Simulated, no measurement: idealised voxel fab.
process module | voxel released beams
cross-section cut | 260 nm wide | cells 5 nm
A cross-section is a grid of square cells, given in bands from the top down. A band is one or more rows of cells.
Each band's line starts with the height of the band's top and of its bottom, in nm. Then come its materials from left to right, each with its width in nm. One material with "throughout" fills the band from edge to edge. "air" is empty space.
Height 0 is the level under which the wafer as received is all one material. The lowest band goes on downwards, as in "0 down".
A width such as "30 to 40" changes by the same amount from each row of cells to the next, from the band's top row to its bottom row.
"no change" after a step means that no cell of the cross-section changed.
closed voids: empty space of 8 cells or more with no open way to the top, each as width x height at its distance from the left edge, in nm
after a step's settings: what the simulator itself notes on the step
overlay nm, on a step with a mask: how far to the right of its planned place the mask lay; to the left if negative
plan
1 op RECEIVE | material Si
2 op CONFORMAL_DEP | material Al2O3 | thk nm 5
3 op DIRECTIONAL_DEP | material SiO2 | thk nm 10
4 op MASKED_ETCH | tone open | mask id ANCHOR | width nm 45 | etch materials SiO2 | depth nm 10 | overlay nm 0
5 op CONFORMAL_DEP | material polySi | thk nm 15
6 op PATTERN | tone cover | mask id BEAM | material resist | width nm 130 | thk nm 20 | overlay nm 0
7 op DIRECTIONAL_ETCH | etch materials polySi | depth nm 15
8 op STRIP | etch materials resist
9 op STRIP | etch materials SiO2
as received, after step 1
  0 down: Si throughout
  closed voids: none
a wafer at the end: this start, this plan, one mistake
  30 to 20: air 60 | polySi 25 | air 5 | polySi 100 | air 70
  20 to 15: air 60 | polySi 130 | air 70
  15 to 5: air 70 | polySi 35 | air 155
  5 to 0: Al2O3 throughout
  0 down: Si throughout
  closed voids: none
what went wrong: step 4 ran as: op MASKED_ETCH | tone open | mask id ANCHOR | width nm 35 | etch materials SiO2 | depth nm 10 | overlay nm 0
